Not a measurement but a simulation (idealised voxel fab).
The process module presented herein is designated voxel fin reveal.
It is cross-section cut that appears here, measuring 155 nm in width, its square cells being 5 nm in size.
Cross-section layout: square cells on a grid; listed as bands, top to bottom; a band spans one or more cell rows.
Basically the band line says how high the top is and how high the bottom is, in nm, and then what's in it from left to right, every material with its width in nm. Empty space shows up as "air", and if a single material carries "everywhere" it runs the full band edge to edge.
Heights are expressed relative to 0, this being the level below which the as-received wafer comprises one material exclusively. The lowest band is unbounded in the downward direction and is denoted as in "0..down".
The notation "30 to 40" denotes a width that varies across the rows of cells in the band, beginning at the first number in the top row, finishing at the second number in the bottom row, and changing by an identical amount from each row to the next.
"nothing changed" -> step changed no cross-section cell.
The label "closed voids" introduces a list of the empty spaces, 8 cells or larger, that have no open way up to the top; each entry in it reads width x height at distance, where the distance is taken from the left edge and all three are stated in nm.
Read whatever lies past the settings on a step's line as the simulator's own remark about the step.
overlay nm: how far to the right of its planned place the mask lay on this masked step (negative: to the left).
The planned process steps are enumerated hereunder:
| 1 | RECEIVE | material Si |
| 2 | CONFORMAL_DEP | material SiN | thk nm 10 |
| 3 | DIRECTIONAL_DEP | material aC | thk nm 15 |
| 4 | PATTERN | tone cover | mask id FINS | material resist | width nm 15 | pitch nm 40 | thk nm 30 | overlay nm 0 |
| 5 | DIRECTIONAL_ETCH | etch materials aC | depth nm 15 |
| 6 | STRIP | etch materials resist |
| 7 | DIRECTIONAL_ETCH | etch materials SiN | depth nm 10 |
| 8 | DIRECTIONAL_ETCH | etch materials Si | depth nm 30 |
| 9 | STRIP | etch materials aC |
| 10 | FILL_DEP | material SiO2 | thk nm 15 |
| 11 | CMP | height nm 10 |
| 12 | SELECTIVE_ETCH | etch materials SiO2 | depth nm 30 |
| 13 | STRIP | etch materials SiN |
| 14 | CONFORMAL_DEP | material HfO2 | thk nm 5 |
First wafer of two (run as planned):
Incoming wafer, cross-sectional view, post step 1:
	0..down  Si everywhere
	closed voids: none
Cross-section through the wafer, step 2 finished:
	10..0  SiN everywhere
	Below a height of 0, the structure has not been altered.
Cross-section through the wafer, step 3 finished:
	25..10  aC everywhere
	Below a height of 10, the structure has not been altered.
Cross-section through the wafer, step 4 finished:
	55..25  50 nm air  15 nm resist  25 nm air  15 nm resist  50 nm air
	Below a height of 25, the structure has not been altered.
Cross-section through the wafer, step 5 finished:
	40..25  50 nm air  15 nm resist  25 nm air  15 nm resist  50 nm air
	25..10  50 nm air  15 nm aC  25 nm air  15 nm aC  50 nm air
	Below a height of 10, the structure has not been altered.
Cross-section through the wafer, step 6 finished:
	25..10  50 nm air  15 nm aC  25 nm air  15 nm aC  50 nm air
	Below a height of 10, the structure has not been altered.
Cross-section through the wafer, step 7 finished:
	25..10  50 nm air  15 nm aC  25 nm air  15 nm aC  50 nm air
	10..0  50 nm air  15 nm SiN  25 nm air  15 nm SiN  50 nm air
	Below a height of 0, the structure has not been altered.
Cross-section through the wafer, step 8 finished:
	25..10  50 nm air  15 nm aC  25 nm air  15 nm aC  50 nm air
	10..0  50 nm air  15 nm SiN  25 nm air  15 nm SiN  50 nm air
	0..-30  50 nm air  15 nm Si  25 nm air  15 nm Si  50 nm air
	Below a height of -30, the structure has not been altered.
Cross-section through the wafer, step 9 finished:
	10..0  50 nm air  15 nm SiN  25 nm air  15 nm SiN  50 nm air
	Below a height of 0, the structure has not been altered.
Cross-section through the wafer, step 10 finished:
	25..10  SiO2 everywhere
	10..0  50 nm SiO2  15 nm SiN  25 nm SiO2  15 nm SiN  50 nm SiO2
	0..-30  50 nm SiO2  15 nm Si  25 nm SiO2  15 nm Si  50 nm SiO2
	Below a height of -30, the structure has not been altered.
Cross-section through the wafer, step 11 finished:
	10..0  50 nm SiO2  15 nm SiN  25 nm SiO2  15 nm SiN  50 nm SiO2
	Below a height of 0, the structure has not been altered.
Cross-section through the wafer, step 12 finished:
	10..0  50 nm air  15 nm SiN  25 nm air  15 nm SiN  50 nm air
	0..-20  50 nm air  15 nm Si  25 nm air  15 nm Si  50 nm air
	Below a height of -20, the structure has not been altered.
Cross-section through the wafer, step 13 finished:
	0..-20  50 nm air  15 nm Si  25 nm air  15 nm Si  50 nm air
	Below a height of -20, the structure has not been altered.
Cross-section through the wafer, step 14 finished:
	5..0  45 nm air  25 nm HfO2  15 nm air  25 nm HfO2  45 nm air
	0..-15  45 nm air  5 nm HfO2  15 nm Si  5 nm HfO2  15 nm air  5 nm HfO2  15 nm Si  5 nm HfO2  45 nm air
	-15..-20  50 nm HfO2  15 nm Si  25 nm HfO2  15 nm Si  50 nm HfO2
	Below a height of -20, the structure has not been altered.
Second wafer, same starting state and plan as the first, one mistake in the run, identical through step 3:
Second wafer profile in section, at the moment step 4 of the plan was meant to be complete:
	55..25  60 nm air  15 nm resist  25 nm air  15 nm resist  40 nm air
	Below a height of 25, the structure has not been altered.
Second wafer profile in section, at the moment step 5 of the plan was meant to be complete:
	40..25  60 nm air  15 nm resist  25 nm air  15 nm resist  40 nm air
	25..10  60 nm air  15 nm aC  25 nm air  15 nm aC  40 nm air
	Below a height of 10, the structure has not been altered.
Second wafer profile in section, at the moment step 6 of the plan was meant to be complete:
	25..10  60 nm air  15 nm aC  25 nm air  15 nm aC  40 nm air
	Below a height of 10, the structure has not been altered.
Second wafer profile in section, at the moment step 7 of the plan was meant to be complete:
	25..10  60 nm air  15 nm aC  25 nm air  15 nm aC  40 nm air
	10..0  60 nm air  15 nm SiN  25 nm air  15 nm SiN  40 nm air
	Below a height of 0, the structure has not been altered.
Second wafer profile in section, at the moment step 8 of the plan was meant to be complete:
	25..10  60 nm air  15 nm aC  25 nm air  15 nm aC  40 nm air
	10..0  60 nm air  15 nm SiN  25 nm air  15 nm SiN  40 nm air
	0..-30  60 nm air  15 nm Si  25 nm air  15 nm Si  40 nm air
	Below a height of -30, the structure has not been altered.
Second wafer profile in section, at the moment step 9 of the plan was meant to be complete:
	10..0  60 nm air  15 nm SiN  25 nm air  15 nm SiN  40 nm air
	Below a height of 0, the structure has not been altered.
Second wafer profile in section, at the moment step 10 of the plan was meant to be complete:
	25..10  SiO2 everywhere
	10..0  60 nm SiO2  15 nm SiN  25 nm SiO2  15 nm SiN  40 nm SiO2
	0..-30  60 nm SiO2  15 nm Si  25 nm SiO2  15 nm Si  40 nm SiO2
	Below a height of -30, the structure has not been altered.
Second wafer profile in section, at the moment step 11 of the plan was meant to be complete:
	10..0  60 nm SiO2  15 nm SiN  25 nm SiO2  15 nm SiN  40 nm SiO2
	Below a height of 0, the structure has not been altered.
Second wafer profile in section, at the moment step 12 of the plan was meant to be complete:
	10..0  60 nm air  15 nm SiN  25 nm air  15 nm SiN  40 nm air
	0..-20  60 nm air  15 nm Si  25 nm air  15 nm Si  40 nm air
	Below a height of -20, the structure has not been altered.
Second wafer profile in section, at the moment step 13 of the plan was meant to be complete:
	0..-20  60 nm air  15 nm Si  25 nm air  15 nm Si  40 nm air
	Below a height of -20, the structure has not been altered.
Second wafer profile in section, at the moment step 14 of the plan was meant to be complete:
	5..0  55 nm air  25 nm HfO2  15 nm air  25 nm HfO2  35 nm air
	0..-15  55 nm air  5 nm HfO2  15 nm Si  5 nm HfO2  15 nm air  5 nm HfO2  15 nm Si  5 nm HfO2  35 nm air
	-15..-20  60 nm HfO2  15 nm Si  25 nm HfO2  15 nm Si  40 nm HfO2
	Below a height of -20, the structure has not been altered.
The plan and the run diverged here: off-plan run, step 4, actual operation and settings PATTERN | tone cover | mask id FINS | material resist | width nm 15 | pitch nm 40 | thk nm 30 | overlay nm 10
Comparing end states, the material composition by cell count is preserved from the first wafer to the second, while the locations of the cells are not.
